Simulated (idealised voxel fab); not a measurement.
voxel local oxidation: a process module
Section cut is 210 nm wide and gridded with 5 nm square cells.
Square cells in a grid make up a cross-section in this document, and the grid is given as bands, listed from the top down, each one or more rows of cells. Heights first: top, then bottom, in nm. Then materials, left to right, each with a width in nm. "all across" on a single material: fills the band edge to edge. "air": empty space. Note: height 0 marks the level under which the wafer is uniformly one material as received. Lowest band unbounded below, written "from 0 down". Quick explanation for "30 to 40": the width changes in equal steps down the rows of cells, from the first number in the band's top row to the second number in its bottom row. Given "no modifications" for a step, no cell of the cross-section differs between before and after that step. Any empty space of 8 cells or more lacking an open way to the top shows up in "Closed internal voids" as width x height at distance, distance from the left edge, in nm. Past the settings on a step's line: simulator remark, on that step. "overlay nm", when on a step's line for a step with a mask, measures how far to the right of its planned place the mask lay; a negative measure means to the left. Heads up before you read on: it's before/after pairs around one process step each, after side only down to the lowest band that changed, step plus settings under the pair. Pairs can be from different runs of this module, same starting wafer, so only chain a pair onto the one above if its "Status before step" entry says so.
STATUS BEFORE STEP
    from 0 down = Si all across
    Closed internal voids: none
SECTION, POST-STEP
    from 0 to -5 = SiO2 all across
    Unchanged below -5.
    Closed internal voids: none
Between the cross-sections above, the step performed was OXIDIZE [depth nm 5]
Status before step: the state before this step is the cross-section shown after the step in the pair just above.
SECTION, POST-STEP
    from 10 to 0 = SiN all across
    Unchanged below 0.
    Closed internal voids: none
Between the cross-sections above, the step performed was CONFORMAL_DEP [material SiN] [thk nm 10]
Status before step: the state before this step is the cross-section shown after the step in the pair just above.
SECTION, POST-STEP
    from 10 to 0 = 40 of air, 130 of SiN, 40 of air
    Unchanged below 0.
    Closed internal voids: none
Between the cross-sections above, the step performed was MASKED_ETCH [tone cover] [mask id ACTIVE] [width nm 130] [etch materials SiN] [depth nm 10] [overlay nm 0]
Status before step: the state before this step is the cross-section shown after the step in the pair just above.
SECTION, POST-STEP
    from 10 to 0 = 40 of air, 130 of SiN, 40 of air
    from 0 to -5 = 45 of air, 120 of SiO2, 45 of air
    Unchanged below -5.
    Closed internal voids: none
Between the cross-sections above, the step performed was SELECTIVE_ETCH [etch materials SiO2] [depth nm 5]
Status before step: the state before this step is the cross-section shown after the step in the pair just above.
SECTION, POST-STEP
    from 10 to 0 = 40 of air, 130 of SiN, 40 of air
    from 0 to -5 = 45 of air, 120 of SiO2, 45 of air
    from -5 to -15 = 55 of SiO2, 100 of Si, 55 of SiO2
    Unchanged below -15.
    Closed internal voids: none
Between the cross-sections above, the step performed was OXIDIZE [depth nm 10]
Status before step: the state before this step is the cross-section shown after the step in the pair just above.
SECTION, POST-STEP
    from 0 to -5 = 45 of air, 120 of SiO2, 45 of air
    Unchanged below -5.
    Closed internal voids: none
Between the cross-sections above, the step performed was STRIP [etch materials SiN]
STATUS BEFORE STEP
    from 10 to 0 = 40 of air, 130 of SiN, 40 of air
    from 0 to -5 = 45 of air, 120 of SiO2, 45 of air
    from -5 down = Si all across
    Closed internal voids: none
SECTION, POST-STEP
    from 0 to -5 = 45 of air, 120 of SiO2, 45 of air
    Unchanged below -5.
    Closed internal voids: none
Between the cross-sections above, the step performed was STRIP [etch materials SiN]
Status before step: the state before this step is the cross-section shown after the step in the pair just above.
SECTION, POST-STEP
    from 0 to -5 = 45 of air, 120 of SiO2, 45 of air
    from -5 to -15 = 55 of SiO2, 100 of Si, 55 of SiO2
    Unchanged below -15.
    Closed internal voids: none
Between the cross-sections above, the step performed was OXIDIZE [depth nm 10]
STATUS BEFORE STEP
    from 10 to 0 = 40 of air, 130 of SiN, 40 of air
    from 0 to -5 = 45 of air, 120 of SiO2, 45 of air
    from -5 down = Si all across
    Closed internal voids: none
SECTION, POST-STEP
    from 10 to 0 = 40 of air, 130 of SiN, 40 of air
    from 0 to -5 = 45 of air, 120 of SiO2, 45 of air
    from -5 to -25 = 65 of SiO2, 80 of Si, 65 of SiO2
    Unchanged below -25.
    Closed internal voids: none
Between the cross-sections above, the step performed was OXIDIZE [depth nm 20]
Status before step: the state before this step is the cross-section shown after the step in the pair just above.
SECTION, POST-STEP
    from 0 to -5 = 45 of air, 120 of SiO2, 45 of air
    Unchanged below -5.
    Closed internal voids: none
Between the cross-sections above, the step performed was STRIP [etch materials SiN]
STATUS BEFORE STEP
    from 10 to 0 = SiN all across
    from 0 to -5 = SiO2 all across
    from -5 down = Si all across
    Closed internal voids: none
SECTION, POST-STEP
    from 10 to 0 = 40 of air, 135 of SiN, 35 of air
    Unchanged below 0.
    Closed internal voids: none
Between the cross-sections above, the step performed was MASKED_ETCH [tone cover] [mask id ACTIVE] [width nm 135] [etch materials SiN] [depth nm 10] [overlay nm 0]
Status before step: the state before this step is the cross-section shown after the step in the pair just above.
SECTION, POST-STEP
    from 10 to 0 = 40 of air, 135 of SiN, 35 of air
    from 0 to -5 = 45 of air, 125 of SiO2, 40 of air
    Unchanged below -5.
    Closed internal voids: none
Between the cross-sections above, the step performed was SELECTIVE_ETCH [etch materials SiO2] [depth nm 5]
Status before step: the state before this step is the cross-section shown after the step in the pair just above.
SECTION, POST-STEP
    from 10 to 0 = 40 of air, 135 of SiN, 35 of air
    from 0 to -5 = 45 of air, 125 of SiO2, 40 of air
    from -5 to -15 = 55 of SiO2, 105 of Si, 50 of SiO2
    Unchanged below -15.
    Closed internal voids: none
Between the cross-sections above, the step performed was OXIDIZE [depth nm 10]
Status before step: the state before this step is the cross-section shown after the step in the pair just above.
SECTION, POST-STEP
    from 0 to -5 = 45 of air, 125 of SiO2, 40 of air
    Unchanged below -5.
    Closed internal voids: none
Between the cross-sections above, the step performed was STRIP [etch materials SiN]
STATUS BEFORE STEP
    from 10 to 0 = SiN all across
    from 0 to -5 = SiO2 all across
    from -5 down = Si all across
    Closed internal voids: none
SECTION, POST-STEP
    from 10 to 0 = 35 of air, 130 of SiN, 45 of air
    Unchanged below 0.
    Closed internal voids: none
Between the cross-sections above, the step performed was MASKED_ETCH [tone cover] [mask id ACTIVE] [width nm 130] [etch materials SiN] [depth nm 10] [overlay nm -5]
Status before step: the state before this step is the cross-section shown after the step in the pair just above.
SECTION, POST-STEP
    from 10 to 0 = 35 of air, 130 of SiN, 45 of air
    from 0 to -5 = 40 of air, 120 of SiO2, 50 of air
    Unchanged below -5.
    Closed internal voids: none
Between the cross-sections above, the step performed was SELECTIVE_ETCH [etch materials SiO2] [depth nm 5]
Status before step: the state before this step is the cross-section shown after the step in the pair just above.
SECTION, POST-STEP
    from 10 to 0 = 35 of air, 130 of SiN, 45 of air
    from 0 to -5 = 40 of air, 120 of SiO2, 50 of air
    from -5 to -15 = 50 of SiO2, 100 of Si, 60 of SiO2
    Unchanged below -15.
    Closed internal voids: none
Between the cross-sections above, the step performed was OXIDIZE [depth nm 10]
Status before step: the state before this step is the cross-section shown after the step in the pair just above.
SECTION, POST-STEP
    from 0 to -5 = 40 of air, 120 of SiO2, 50 of air
    Unchanged below -5.
    Closed internal voids: none
Between the cross-sections above, the step performed was STRIP [etch materials SiN]
STATUS BEFORE STEP
    from 10 to 0 = 40 of air, 130 of SiN, 40 of air
    from 0 to -5 = 45 of air, 120 of SiO2, 45 of air
    from -5 to -15 = 55 of SiO2, 100 of Si, 55 of SiO2
    from -15 down = Si all across
    Closed internal voids: none
SECTION, POST-STEP
    from -5 to -15 = 55 of air, 100 of Si, 55 of air
    Unchanged below -15.
    Closed internal voids: none
Between the cross-sections above, the step performed was STRIP [etch materials SiO2]
STATUS BEFORE STEP
    from 10 to 0 = SiN all across
    from 0 to -5 = SiO2 all across
    from -5 down = Si all across
    Closed internal voids: none
SECTION, POST-STEP
    from 10 to 0 = 40 of SiN, 130 of air, 40 of SiN
    Unchanged below 0.
    Closed internal voids: none
Between the cross-sections above, the step performed was MASKED_ETCH [tone open] [mask id ACTIVE] [width nm 130] [etch materials SiN] [depth nm 10] [overlay nm 0]
Status before step: the state before this step is the cross-section shown after the step in the pair just above.
SECTION, POST-STEP
    from 10 to 0 = 40 of SiN, 130 of air, 40 of SiN
    from 0 to -5 = 35 of SiO2, 140 of air, 35 of SiO2
    Unchanged below -5.
    Closed internal voids: none
Between the cross-sections above, the step performed was SELECTIVE_ETCH [etch materials SiO2] [depth nm 5]
Status before step: the state before this step is the cross-section shown after the step in the pair just above.
SECTION, POST-STEP
    from 10 to 0 = 40 of SiN, 130 of air, 40 of SiN
    from 0 to -5 = 35 of SiO2, 140 of air, 35 of SiO2
    from -5 to -15 = 25 of Si, 160 of SiO2, 25 of Si
    Unchanged below -15.
    Closed internal voids: none
Between the cross-sections above, the step performed was OXIDIZE [depth nm 10]
Status before step: the state before this step is the cross-section shown after the step in the pair just above.
SECTION, POST-STEP
    from 0 to -5 = 35 of SiO2, 140 of air, 35 of SiO2
    Unchanged below -5.
    Closed internal voids: none
Between the cross-sections above, the step performed was STRIP [etch materials SiN]
